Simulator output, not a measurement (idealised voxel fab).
This is a process module. Its name is voxel self aligned vias.
Xsec cut, 280 nm wide, square cell size 5 nm.
Cross-section layout: square cells on a grid; listed as bands, top to bottom; a band spans one or more cell rows. Heads up on the band format: heights come first, top then bottom, in nm. After that it's the materials left to right, each with its width in nm. A single material flagged "all across" fills the whole band edge to edge, and "blank" means there's empty space there. Beneath 0, the wafer as received is one material, and that level is where height counting begins. The lowest band goes on downward without a bottom; it is written like "0 down". The width entry "30 to 40" should be interpreted row by row: the top row of cells in the band takes the first number, the bottom row takes the second number, and the change between adjacent rows is uniform throughout. Take "nothing altered" at face value: in the step it is given for, the cross-section changed in none of its cells. Entry "Sealed-off cavities". Content: empty spaces with no open connection to the top, size 8 cells or greater. Each: width x height at distance. Distance: from left edge. Unit: nm. Where a step's line continues beyond its settings, the continuation is a remark by the simulator itself on that step. The optional step-line setting "overlay nm" applies to steps with a mask and quantifies how far to the right of its planned location the mask lay, a negative value indicating leftward placement.
Steps planned for the process
step 1: RECEIVE: material Si
step 2: CONFORMAL_DEP: material SiO2, thk nm 15
step 3: CONFORMAL_DEP: material SiCN, thk nm 5
step 4: DIRECTIONAL_DEP: material SiO2, thk nm 25
step 5: DIRECTIONAL_DEP: material aC, thk nm 10
step 6: PATTERN: tone open, mask id LINES, material resist, width nm 30, pitch nm 60, thk nm 25, overlay nm 0
step 7: DIRECTIONAL_ETCH: etch materials aC, depth nm 10
step 8: STRIP: etch materials resist
step 9: DIRECTIONAL_ETCH: etch materials SiO2, depth nm 25
step 10: STRIP: etch materials aC
step 11: CONFORMAL_DEP: material TiN, thk nm 5
step 12: FILL_DEP: material Ru, thk nm 10
step 13: CMP: height nm 45
step 14: SELECTIVE_ETCH: etch materials W Ru TiN, depth nm 5
step 15: FILL_DEP: material SiN, thk nm 10
step 16: CMP: height nm 45
step 17: DIRECTIONAL_DEP: material SiO2, thk nm 20
step 18: DIRECTIONAL_DEP: material aC, thk nm 15
step 19: PATTERN: tone open, mask id VIAS, material resist, width nm 40, pitch nm 120, thk nm 35, overlay nm 0
step 20: DIRECTIONAL_ETCH: etch materials aC, depth nm 15
step 21: STRIP: etch materials resist
step 22: DIRECTIONAL_ETCH: etch materials SiO2, depth nm 20
step 23: DIRECTIONAL_ETCH: etch materials SiN, depth nm 5
step 24: STRIP: etch materials aC
step 25: CONFORMAL_DEP: material TiN, thk nm 5
step 26: FILL_DEP: material Ru, thk nm 5
step 27: CMP: height nm 65
step 28: CONFORMAL_DEP: material SiCN, thk nm 5
Wafer as received: cross-section following step 1
  0 down = Si all across
  Sealed-off cavities: none
Cross-section, first of two wafers, end of module, run as planned
  70 to 65 = SiCN all across
  65 to 50 = SiO2: 60; TiN: 5; Ru: 30; TiN: 5; SiO2: 80; TiN: 5; Ru: 30; TiN: 5; SiO2: 60
  50 to 45 = SiO2: 60; TiN: 10; Ru: 20; TiN: 10; SiO2: 80; TiN: 10; Ru: 20; TiN: 10; SiO2: 60
  45 to 40 = SiO2: 65; TiN: 30; SiO2: 30; SiN: 30; SiO2: 30; TiN: 30; SiO2: 65
  40 to 25 = SiO2: 65; TiN: 5; Ru: 20; TiN: 5; SiO2: 30; TiN: 5; Ru: 20; TiN: 5; SiO2: 30; TiN: 5; Ru: 20; TiN: 5; SiO2: 65
  25 to 20 = SiO2: 65; TiN: 30; SiO2: 30; TiN: 30; SiO2: 30; TiN: 30; SiO2: 65
  20 to 15 = SiCN all across
  15 to 0 = SiO2 all across
  0 down = Si all across
  Sealed-off cavities: none
Second wafer at the end: like start, like plan, one mistake
  70 to 65 = SiCN all across
  65 to 50 = SiO2: 60; TiN: 5; Ru: 35; TiN: 5; SiO2: 75; TiN: 5; Ru: 35; TiN: 5; SiO2: 55
  50 to 45 = SiO2: 60; TiN: 10; Ru: 20; TiN: 15; SiO2: 75; TiN: 10; Ru: 20; TiN: 15; SiO2: 55
  45 to 40 = SiO2: 65; TiN: 30; SiO2: 30; SiN: 30; SiO2: 30; TiN: 30; SiO2: 65
  40 to 25 = SiO2: 65; TiN: 5; Ru: 20; TiN: 5; SiO2: 30; TiN: 5; Ru: 20; TiN: 5; SiO2: 30; TiN: 5; Ru: 20; TiN: 5; SiO2: 65
  25 to 20 = SiO2: 65; TiN: 30; SiO2: 30; TiN: 30; SiO2: 30; TiN: 30; SiO2: 65
  20 to 15 = SiCN all across
  15 to 0 = SiO2 all across
  0 down = Si all across
  Sealed-off cavities: none
Processing error: for step 19, the planned setting was not used; the step was instead run as PATTERN: tone open, mask id VIAS, material resist, width nm 45, pitch nm 120, thk nm 35, overlay nm 0
Upon completion, the second wafer contains, in terms of cells, a greater or smaller amount of certain materials than the first wafer: +6 Ru; -8 SiO2; +2 TiN
